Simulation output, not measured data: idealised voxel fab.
The following is a process module called voxel gate over fins.
The figure presents cross-section cut, which has a width of 155 nm and is divided into square cells with an edge length of 5 nm.
Reading order for cross-sections: top band down to bottom band. Underlying form: a grid of square cells. Band size: one or more rows of cells.
Band: top and bottom heights (nm) first, top before bottom; then materials from left to right, widths in nm. "everywhere" marks a sole material filling the band edge to edge. "blank" denotes empty space.
All heights in this document are referenced to 0, defined as the level beneath which the wafer, as received, consists entirely of one material. The lowest band is not bounded below; it extends indefinitely downward and is written in the form "z 0 and below".
A width such as "30->40" changes by the same amount from each row of cells to the next, from the band's top row to its bottom row.
No cell of the cross-section changed in a step that is given as "no modifications".
The entry "Closed cavities" lists the empty spaces that cover at least 8 cells and have no open path to the top. Each is written as width x height at distance, where the distance is measured from the left edge and all three values are in nm.
Text after the settings on a step's line: the simulator's own remark on that step.
overlay nm: on a step with a mask, how far right of its planned place the mask lay; negative means left.
THESE ARE THE STEPS WE PLANNED FOR THE PROCESS
1 RECEIVE [material Si]
2 CONFORMAL_DEP [material SiN] [thk nm 10]
3 MASKED_ETCH [tone cover] [mask id FINS] [width nm 15] [pitch nm 55] [etch materials SiN] [depth nm 10] [overlay nm 0]
4 MASKED_ETCH [tone cover] [mask id FINS] [width nm 15] [pitch nm 55] [etch materials Si] [depth nm 35] [overlay nm 0]
5 FILL_DEP [material SiO2] [thk nm 15]
6 CMP [height nm 10]
7 DIRECTIONAL_DEP [material aC] [thk nm 10]
8 PATTERN [tone open] [mask id RAIL] [material resist] [width nm 15] [thk nm 25] [overlay nm 0]
9 DIRECTIONAL_ETCH [etch materials aC] [depth nm 10]
10 STRIP [etch materials resist]
11 DIRECTIONAL_ETCH [etch materials SiO2] [depth nm 40]
12 STRIP [etch materials aC]
13 CONFORMAL_DEP [material TiN] [thk nm 5]
14 FILL_DEP [material Ru] [thk nm 10]
15 CMP [height nm 10]
16 SELECTIVE_ETCH [etch materials W Ru TiN] [depth nm 30]
17 FILL_DEP [material SiO2] [thk nm 5]
18 CMP [height nm 10]
19 SELECTIVE_ETCH [etch materials SiO2] [depth nm 25]
20 STRIP [etch materials SiN]
21 CONFORMAL_DEP [material HfO2] [thk nm 5]
22 CONFORMAL_DEP [material TiN] [thk nm 5]
23 CONFORMAL_DEP [material TiAl] [thk nm 5]
24 CONFORMAL_DEP [material TiN] [thk nm 5]
25 FILL_DEP [material W] [thk nm 10]
26 CMP [height nm 25]
27 CONFORMAL_DEP [material SiCN] [thk nm 10]
THE FIRST OF A SET OF TWO WAFERS, RUN TO PLAN
CROSS-SECTIONAL VIEW OF THE WAFER IN ITS AS-RECEIVED CONDITION, CORRESPONDING TO THE STATE AFTER STEP 1
  z 0 and below | Si everywhere
  Closed cavities: none
SECTIONAL VIEW: WAFER, AFTER STEP 2
  z 10 to 0 | SiN everywhere
  Whatever lies below 0 is exactly as it was before.
SECTIONAL VIEW: WAFER, AFTER STEP 3
  z 10 to 0 | blank: 15 / SiN: 15 / blank: 40 / SiN: 15 / blank: 40 / SiN: 15 / blank: 15
  Whatever lies below 0 is exactly as it was before.
SECTIONAL VIEW: WAFER, AFTER STEP 4
  z 10 to 0 | blank: 15 / SiN: 15 / blank: 40 / SiN: 15 / blank: 40 / SiN: 15 / blank: 15
  z 0 to -35 | blank: 15 / Si: 15 / blank: 40 / Si: 15 / blank: 40 / Si: 15 / blank: 15
  Whatever lies below -35 is exactly as it was before.
SECTIONAL VIEW: WAFER, AFTER STEP 5
  z 25 to 10 | SiO2 everywhere
  z 10 to 0 | SiO2: 15 / SiN: 15 / SiO2: 40 / SiN: 15 / SiO2: 40 / SiN: 15 / SiO2: 15
  z 0 to -35 | SiO2: 15 / Si: 15 / SiO2: 40 / Si: 15 / SiO2: 40 / Si: 15 / SiO2: 15
  Whatever lies below -35 is exactly as it was before.
SECTIONAL VIEW: WAFER, AFTER STEP 6
  z 10 to 0 | SiO2: 15 / SiN: 15 / SiO2: 40 / SiN: 15 / SiO2: 40 / SiN: 15 / SiO2: 15
  Whatever lies below 0 is exactly as it was before.
SECTIONAL VIEW: WAFER, AFTER STEP 7
  z 20 to 10 | aC everywhere
  Whatever lies below 10 is exactly as it was before.
SECTIONAL VIEW: WAFER, AFTER STEP 8
  z 45 to 20 | resist: 40 / blank: 15 / resist: 100
  Whatever lies below 20 is exactly as it was before.
SECTIONAL VIEW: WAFER, AFTER STEP 9
  z 35 to 20 | resist: 40 / blank: 15 / resist: 100
  z 20 to 10 | aC: 40 / blank: 15 / aC: 100
  Whatever lies below 10 is exactly as it was before.
SECTIONAL VIEW: WAFER, AFTER STEP 10
  z 20 to 10 | aC: 40 / blank: 15 / aC: 100
  Whatever lies below 10 is exactly as it was before.
SECTIONAL VIEW: WAFER, AFTER STEP 11
  z 20 to 10 | aC: 40 / blank: 15 / aC: 100
  z 10 to 0 | SiO2: 15 / SiN: 15 / SiO2: 10 / blank: 15 / SiO2: 15 / SiN: 15 / SiO2: 40 / SiN: 15 / SiO2: 15
  z 0 to -30 | SiO2: 15 / Si: 15 / SiO2: 10 / blank: 15 / SiO2: 15 / Si: 15 / SiO2: 40 / Si: 15 / SiO2: 15
  Whatever lies below -30 is exactly as it was before.
SECTIONAL VIEW: WAFER, AFTER STEP 12
  z 10 to 0 | SiO2: 15 / SiN: 15 / SiO2: 10 / blank: 15 / SiO2: 15 / SiN: 15 / SiO2: 40 / SiN: 15 / SiO2: 15
  Whatever lies below 0 is exactly as it was before.
SECTIONAL VIEW: WAFER, AFTER STEP 13
  z 15 to 10 | TiN: 45 / blank: 5 / TiN: 105
  z 10 to 0 | SiO2: 15 / SiN: 15 / SiO2: 10 / TiN: 5 / blank: 5 / TiN: 5 / SiO2: 15 / SiN: 15 / SiO2: 40 / SiN: 15 / SiO2: 15
  z 0 to -25 | SiO2: 15 / Si: 15 / SiO2: 10 / TiN: 5 / blank: 5 / TiN: 5 / SiO2: 15 / Si: 15 / SiO2: 40 / Si: 15 / SiO2: 15
  z -25 to -30 | SiO2: 15 / Si: 15 / SiO2: 10 / TiN: 15 / SiO2: 15 / Si: 15 / SiO2: 40 / Si: 15 / SiO2: 15
  Whatever lies below -30 is exactly as it was before.
SECTIONAL VIEW: WAFER, AFTER STEP 14
  z 25 to 15 | Ru everywhere
  z 15 to 10 | TiN: 45 / Ru: 5 / TiN: 105
  z 10 to 0 | SiO2: 15 / SiN: 15 / SiO2: 10 / TiN: 5 / Ru: 5 / TiN: 5 / SiO2: 15 / SiN: 15 / SiO2: 40 / SiN: 15 / SiO2: 15
  z 0 to -25 | SiO2: 15 / Si: 15 / SiO2: 10 / TiN: 5 / Ru: 5 / TiN: 5 / SiO2: 15 / Si: 15 / SiO2: 40 / Si: 15 / SiO2: 15
  Whatever lies below -25 is exactly as it was before.
SECTIONAL VIEW: WAFER, AFTER STEP 15
  z 10 to 0 | SiO2: 15 / SiN: 15 / SiO2: 10 / TiN: 5 / Ru: 5 / TiN: 5 / SiO2: 15 / SiN: 15 / SiO2: 40 / SiN: 15 / SiO2: 15
  Whatever lies below 0 is exactly as it was before.
SECTIONAL VIEW: WAFER, AFTER STEP 16
  z 10 to 0 | SiO2: 15 / SiN: 15 / SiO2: 10 / blank: 15 / SiO2: 15 / SiN: 15 / SiO2: 40 / SiN: 15 / SiO2: 15
  z 0 to -20 | SiO2: 15 / Si: 15 / SiO2: 10 / blank: 15 / SiO2: 15 / Si: 15 / SiO2: 40 / Si: 15 / SiO2: 15
  Whatever lies below -20 is exactly as it was before.
SECTIONAL VIEW: WAFER, AFTER STEP 17
  z 15 to 10 | SiO2 everywhere
  z 10 to 0 | SiO2: 15 / SiN: 15 / SiO2: 40 / SiN: 15 / SiO2: 40 / SiN: 15 / SiO2: 15
  z 0 to -20 | SiO2: 15 / Si: 15 / SiO2: 40 / Si: 15 / SiO2: 40 / Si: 15 / SiO2: 15
  Whatever lies below -20 is exactly as it was before.
SECTIONAL VIEW: WAFER, AFTER STEP 18
  z 10 to 0 | SiO2: 15 / SiN: 15 / SiO2: 40 / SiN: 15 / SiO2: 40 / SiN: 15 / SiO2: 15
  Whatever lies below 0 is exactly as it was before.
SECTIONAL VIEW: WAFER, AFTER STEP 19
  z 10 to 0 | blank: 15 / SiN: 15 / blank: 40 / SiN: 15 / blank: 40 / SiN: 15 / blank: 15
  z 0 to -15 | blank: 15 / Si: 15 / blank: 40 / Si: 15 / blank: 40 / Si: 15 / blank: 15
  Whatever lies below -15 is exactly as it was before.
SECTIONAL VIEW: WAFER, AFTER STEP 20
  z 0 to -15 | blank: 15 / Si: 15 / blank: 40 / Si: 15 / blank: 40 / Si: 15 / blank: 15
  Whatever lies below -15 is exactly as it was before.
SECTIONAL VIEW: WAFER, AFTER STEP 21
  z 5 to 0 | blank: 10 / HfO2: 25 / blank: 30 / HfO2: 25 / blank: 30 / HfO2: 25 / blank: 10
  z 0 to -10 | blank: 10 / HfO2: 5 / Si: 15 / HfO2: 5 / blank: 30 / HfO2: 5 / Si: 15 / HfO2: 5 / blank: 30 / HfO2: 5 / Si: 15 / HfO2: 5 / blank: 10
  z -10 to -15 | HfO2: 15 / Si: 15 / HfO2: 40 / Si: 15 / HfO2: 40 / Si: 15 / HfO2: 15
  Whatever lies below -15 is exactly as it was before.
SECTIONAL VIEW: WAFER, AFTER STEP 22
  z 10 to 5 | blank: 5 / TiN: 35 / blank: 20 / TiN: 35 / blank: 20 / TiN: 35 / blank: 5
  z 5 to 0 | blank: 5 / TiN: 5 / HfO2: 25 / TiN: 5 / blank: 20 / TiN: 5 / HfO2: 25 / TiN: 5 / blank: 20 / TiN: 5 / HfO2: 25 / TiN: 5 / blank: 5
  z 0 to -5 | blank: 5 / TiN: 5 / HfO2: 5 / Si: 15 / HfO2: 5 / TiN: 5 / blank: 20 / TiN: 5 / HfO2: 5 / Si: 15 / HfO2: 5 / TiN: 5 / blank: 20 / TiN: 5 / HfO2: 5 / Si: 15 / HfO2: 5 / TiN: 5 / blank: 5
  z -5 to -10 | TiN: 10 / HfO2: 5 / Si: 15 / HfO2: 5 / TiN: 30 / HfO2: 5 / Si: 15 / HfO2: 5 / TiN: 30 / HfO2: 5 / Si: 15 / HfO2: 5 / TiN: 10
  Whatever lies below -10 is exactly as it was before.
SECTIONAL VIEW: WAFER, AFTER STEP 23
  z 15 to 10 | TiAl: 45 / blank: 10 / TiAl: 45 / blank: 10 / TiAl: 45
  z 10 to 5 | TiAl: 5 / TiN: 35 / TiAl: 5 / blank: 10 / TiAl: 5 / TiN: 35 / TiAl: 5 / blank: 10 / TiAl: 5 / TiN: 35 / TiAl: 5
  z 5 to 0 | TiAl: 5 / TiN: 5 / HfO2: 25 / TiN: 5 / TiAl: 5 / blank: 10 / TiAl: 5 / TiN: 5 / HfO2: 25 / TiN: 5 / TiAl: 5 / blank: 10 / TiAl: 5 / TiN: 5 / HfO2: 25 / TiN: 5 / TiAl: 5
  z 0 to -5 | TiAl: 5 / TiN: 5 / HfO2: 5 / Si: 15 / HfO2: 5 / TiN: 5 / TiAl: 20 / TiN: 5 / HfO2: 5 / Si: 15 / HfO2: 5 / TiN: 5 / TiAl: 20 / TiN: 5 / HfO2: 5 / Si: 15 / HfO2: 5 / TiN: 5 / TiAl: 5
  Whatever lies below -5 is exactly as it was before.
SECTIONAL VIEW: WAFER, AFTER STEP 24
  z 20 to 15 | TiN everywhere
  z 15 to 10 | TiAl: 45 / TiN: 10 / TiAl: 45 / TiN: 10 / TiAl: 45
  z 10 to 5 | TiAl: 5 / TiN: 35 / TiAl: 5 / TiN: 10 / TiAl: 5 / TiN: 35 / TiAl: 5 / TiN: 10 / TiAl: 5 / TiN: 35 / TiAl: 5
  z 5 to 0 | TiAl: 5 / TiN: 5 / HfO2: 25 / TiN: 5 / TiAl: 5 / TiN: 10 / TiAl: 5 / TiN: 5 / HfO2: 25 / TiN: 5 / TiAl: 5 / TiN: 10 / TiAl: 5 / TiN: 5 / HfO2: 25 / TiN: 5 / TiAl: 5
  Whatever lies below 0 is exactly as it was before.
SECTIONAL VIEW: WAFER, AFTER STEP 25
  z 30 to 20 | W everywhere
  Whatever lies below 20 is exactly as it was before.
SECTIONAL VIEW: WAFER, AFTER STEP 26
  z 25 to 20 | W everywhere
  Whatever lies below 20 is exactly as it was before.
SECTIONAL VIEW: WAFER, AFTER STEP 27
  z 35 to 25 | SiCN everywhere
  Whatever lies below 25 is exactly as it was before.
FOR THE SECOND WAFER, TAKE THE FIRST WAFER'S START AND PLAN, THEN ADD ONE MISTAKE MADE IN RUNNING IT; EVERYTHING THROUGH STEP 20, THAT STEP INCLUDED, IS SHARED WITH THE FIRST
Second wafer, cross-section, planned end of step 21: no modifications
SECOND WAFER, CROSS-SECTION, PLANNED END OF STEP 22
  z 5 to 0 | blank: 10 / TiN: 25 / blank: 30 / TiN: 25 / blank: 30 / TiN: 25 / blank: 10
  z 0 to -10 | blank: 10 / TiN: 5 / Si: 15 / TiN: 5 / blank: 30 / TiN: 5 / Si: 15 / TiN: 5 / blank: 30 / TiN: 5 / Si: 15 / TiN: 5 / blank: 10
  z -10 to -15 | TiN: 15 / Si: 15 / TiN: 40 / Si: 15 / TiN: 40 / Si: 15 / TiN: 15
  Whatever lies below -15 is exactly as it was before.
SECOND WAFER, CROSS-SECTION, PLANNED END OF STEP 23
  z 10 to 5 | blank: 5 / TiAl: 35 / blank: 20 / TiAl: 35 / blank: 20 / TiAl: 35 / blank: 5
  z 5 to 0 | blank: 5 / TiAl: 5 / TiN: 25 / TiAl: 5 / blank: 20 / TiAl: 5 / TiN: 25 / TiAl: 5 / blank: 20 / TiAl: 5 / TiN: 25 / TiAl: 5 / blank: 5
  z 0 to -5 | blank: 5 / TiAl: 5 / TiN: 5 / Si: 15 / TiN: 5 / TiAl: 5 / blank: 20 / TiAl: 5 / TiN: 5 / Si: 15 / TiN: 5 / TiAl: 5 / blank: 20 / TiAl: 5 / TiN: 5 / Si: 15 / TiN: 5 / TiAl: 5 / blank: 5
  z -5 to -10 | TiAl: 10 / TiN: 5 / Si: 15 / TiN: 5 / TiAl: 30 / TiN: 5 / Si: 15 / TiN: 5 / TiAl: 30 / TiN: 5 / Si: 15 / TiN: 5 / TiAl: 10
  Whatever lies below -10 is exactly as it was before.
SECOND WAFER, CROSS-SECTION, PLANNED END OF STEP 24
  z 15 to 10 | TiN: 45 / blank: 10 / TiN: 45 / blank: 10 / TiN: 45
  z 10 to 5 | TiN: 5 / TiAl: 35 / TiN: 5 / blank: 10 / TiN: 5 / TiAl: 35 / TiN: 5 / blank: 10 / TiN: 5 / TiAl: 35 / TiN: 5
  z 5 to 0 | TiN: 5 / TiAl: 5 / TiN: 25 / TiAl: 5 / TiN: 5 / blank: 10 / TiN: 5 / TiAl: 5 / TiN: 25 / TiAl: 5 / TiN: 5 / blank: 10 / TiN: 5 / TiAl: 5 / TiN: 25 / TiAl: 5 / TiN: 5
  z 0 to -5 | TiN: 5 / TiAl: 5 / TiN: 5 / Si: 15 / TiN: 5 / TiAl: 5 / TiN: 20 / TiAl: 5 / TiN: 5 / Si: 15 / TiN: 5 / TiAl: 5 / TiN: 20 / TiAl: 5 / TiN: 5 / Si: 15 / TiN: 5 / TiAl: 5 / TiN: 5
  Whatever lies below -5 is exactly as it was before.
SECOND WAFER, CROSS-SECTION, PLANNED END OF STEP 25
  z 25 to 15 | W everywhere
  z 15 to 10 | TiN: 45 / W: 10 / TiN: 45 / W: 10 / TiN: 45
  z 10 to 5 | TiN: 5 / TiAl: 35 / TiN: 5 / W: 10 / TiN: 5 / TiAl: 35 / TiN: 5 / W: 10 / TiN: 5 / TiAl: 35 / TiN: 5
  z 5 to 0 | TiN: 5 / TiAl: 5 / TiN: 25 / TiAl: 5 / TiN: 5 / W: 10 / TiN: 5 / TiAl: 5 / TiN: 25 / TiAl: 5 / TiN: 5 / W: 10 / TiN: 5 / TiAl: 5 / TiN: 25 / TiAl: 5 / TiN: 5
  Whatever lies below 0 is exactly as it was before.
Second wafer, cross-section, planned end of step 26: no modifications
SECOND WAFER, CROSS-SECTION, PLANNED END OF STEP 27
  z 35 to 25 | SiCN everywhere
  Whatever lies below 25 is exactly as it was before.
The mistake made against the process plan was this: the run left out plan step 21 entirely, so it was never executed
Final difference in cells, second wafer against first, listed per material as more or fewer: 49 fewer of HfO2 | 6 more of TiN | 43 more of W
